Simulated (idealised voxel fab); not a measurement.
This section sets out a process module, namely voxel trench capacitor.
For reference, the cross-section in this document is cut, with width 240 nm and square cells of 5 nm.
Heads up, the way a cross-section reads in here is a grid of square cells, handed over as bands from the top down, with every band being one or more rows of cells. Top height, bottom height, nm. Materials left to right, width each, nm. Single material + "full width" = fills band edge to edge. "air" = empty. Height 0 is the level under which the wafer as received is all one material. The lowest band goes on downwards, as in "0 nm and below". The width entry "30->40" should be interpreted row by row: the top row of cells in the band takes the first number, the bottom row takes the second number, and the change between adjacent rows is uniform throughout. "identical to before" means the step left every cell of the cross-section as it was. Closed empty spaces (no open way to the top) of 8 cells or more are what "Sealed void list" lists, each as width x height at distance from the left edge, nm for all three. If you see something after the settings on a step's line, that's the simulator's own remark about that step. "overlay nm" answers the question of how far to the right of plan the mask lay on a step that has a mask, and when it is negative the answer is to the left.

List of planned process steps
1) RECEIVE with material Si
2) CONFORMAL_DEP with material SiN, thk nm 10
3) MASKED_ETCH with tone open, mask id TRENCH, width nm 30, pitch nm 60, etch materials SiN, depth nm 10, overlay nm 0
4) MASKED_ETCH with tone open, mask id TRENCH, width nm 30, pitch nm 60, etch materials Si, depth nm 30, overlay nm 0
5) CONFORMAL_DEP with material Al2O3, thk nm 5
6) CONFORMAL_DEP with material TiN, thk nm 5
7) FILL_DEP with material W, thk nm 10
8) CMP with height nm 10

First wafer, as planned

Wafer as received: cross-section following step 1
	0 nm and below = Si full width
	Sealed void list: none

Cross-section of the wafer after step 2
	10 nm to 0 nm = SiN full width
	Below 0, the layers are the same as they were.

Cross-section of the wafer after step 3
	10 nm to 0 nm = SiN=45  air=30  SiN=30  air=30  SiN=30  air=30  SiN=45
	Below 0, the layers are the same as they were.

Cross-section of the wafer after step 4
	10 nm to 0 nm = SiN=45  air=30  SiN=30  air=30  SiN=30  air=30  SiN=45
	0 nm to -30 nm = Si=45  air=30  Si=30  air=30  Si=30  air=30  Si=45
	Below -30, the layers are the same as they were.

Cross-section of the wafer after step 5
	15 nm to 10 nm = Al2O3=50  air=20  Al2O3=40  air=20  Al2O3=40  air=20  Al2O3=50
	10 nm to 0 nm = SiN=45  Al2O3=5  air=20  Al2O3=5  SiN=30  Al2O3=5  air=20  Al2O3=5  SiN=30  Al2O3=5  air=20  Al2O3=5  SiN=45
	0 nm to -25 nm = Si=45  Al2O3=5  air=20  Al2O3=5  Si=30  Al2O3=5  air=20  Al2O3=5  Si=30  Al2O3=5  air=20  Al2O3=5  Si=45
	-25 nm to -30 nm = Si=45  Al2O3=30  Si=30  Al2O3=30  Si=30  Al2O3=30  Si=45
	Below -30, the layers are the same as they were.

Cross-section of the wafer after step 6
	20 nm to 15 nm = TiN=55  air=10  TiN=50  air=10  TiN=50  air=10  TiN=55
	15 nm to 10 nm = Al2O3=50  TiN=5  air=10  TiN=5  Al2O3=40  TiN=5  air=10  TiN=5  Al2O3=40  TiN=5  air=10  TiN=5  Al2O3=50
	10 nm to 0 nm = SiN=45  Al2O3=5  TiN=5  air=10  TiN=5  Al2O3=5  SiN=30  Al2O3=5  TiN=5  air=10  TiN=5  Al2O3=5  SiN=30  Al2O3=5  TiN=5  air=10  TiN=5  Al2O3=5  SiN=45
	0 nm to -20 nm = Si=45  Al2O3=5  TiN=5  air=10  TiN=5  Al2O3=5  Si=30  Al2O3=5  TiN=5  air=10  TiN=5  Al2O3=5  Si=30  Al2O3=5  TiN=5  air=10  TiN=5  Al2O3=5  Si=45
	-20 nm to -25 nm = Si=45  Al2O3=5  TiN=20  Al2O3=5  Si=30  Al2O3=5  TiN=20  Al2O3=5  Si=30  Al2O3=5  TiN=20  Al2O3=5  Si=45
	Below -25, the layers are the same as they were.

Cross-section of the wafer after step 7
	30 nm to 20 nm = W full width
	20 nm to 15 nm = TiN=55  W=10  TiN=50  W=10  TiN=50  W=10  TiN=55
	15 nm to 10 nm = Al2O3=50  TiN=5  W=10  TiN=5  Al2O3=40  TiN=5  W=10  TiN=5  Al2O3=40  TiN=5  W=10  TiN=5  Al2O3=50
	10 nm to 0 nm = SiN=45  Al2O3=5  TiN=5  W=10  TiN=5  Al2O3=5  SiN=30  Al2O3=5  TiN=5  W=10  TiN=5  Al2O3=5  SiN=30  Al2O3=5  TiN=5  W=10  TiN=5  Al2O3=5  SiN=45
	0 nm to -20 nm = Si=45  Al2O3=5  TiN=5  W=10  TiN=5  Al2O3=5  Si=30  Al2O3=5  TiN=5  W=10  TiN=5  Al2O3=5  Si=30  Al2O3=5  TiN=5  W=10  TiN=5  Al2O3=5  Si=45
	Below -20, the layers are the same as they were.

Cross-section of the wafer after step 8
	10 nm to 0 nm = SiN=45  Al2O3=5  TiN=5  W=10  TiN=5  Al2O3=5  SiN=30  Al2O3=5  TiN=5  W=10  TiN=5  Al2O3=5  SiN=30  Al2O3=5  TiN=5  W=10  TiN=5  Al2O3=5  SiN=45
	Below 0, the layers are the same as they were.

Wafer two of two - same starting point, same process plan, one mistake in execution; matches wafer one up to and including step 4

Cross-section: second wafer, time at which step 5 was scheduled to end: identical to before

Cross-section: second wafer, time at which step 6 was scheduled to end
	15 nm to 10 nm = TiN=50  air=20  TiN=40  air=20  TiN=40  air=20  TiN=50
	10 nm to 0 nm = SiN=45  TiN=5  air=20  TiN=5  SiN=30  TiN=5  air=20  TiN=5  SiN=30  TiN=5  air=20  TiN=5  SiN=45
	0 nm to -25 nm = Si=45  TiN=5  air=20  TiN=5  Si=30  TiN=5  air=20  TiN=5  Si=30  TiN=5  air=20  TiN=5  Si=45
	-25 nm to -30 nm = Si=45  TiN=30  Si=30  TiN=30  Si=30  TiN=30  Si=45
	Below -30, the layers are the same as they were.

Cross-section: second wafer, time at which step 7 was scheduled to end
	25 nm to 15 nm = W full width
	15 nm to 10 nm = TiN=50  W=20  TiN=40  W=20  TiN=40  W=20  TiN=50
	10 nm to 0 nm = SiN=45  TiN=5  W=20  TiN=5  SiN=30  TiN=5  W=20  TiN=5  SiN=30  TiN=5  W=20  TiN=5  SiN=45
	0 nm to -25 nm = Si=45  TiN=5  W=20  TiN=5  Si=30  TiN=5  W=20  TiN=5  Si=30  TiN=5  W=20  TiN=5  Si=45
	Below -25, the layers are the same as they were.

Cross-section: second wafer, time at which step 8 was scheduled to end
	10 nm to 0 nm = SiN=45  TiN=5  W=20  TiN=5  SiN=30  TiN=5  W=20  TiN=5  SiN=30  TiN=5  W=20  TiN=5  SiN=45
	Below 0, the layers are the same as they were.
In executing the process, a mistake was made relative to the plan: step 5 of the plan never got run, it was skipped over
at the end the second wafer has, in cells: 60 fewer of Al2O3; 12 more of TiN; 48 more of W
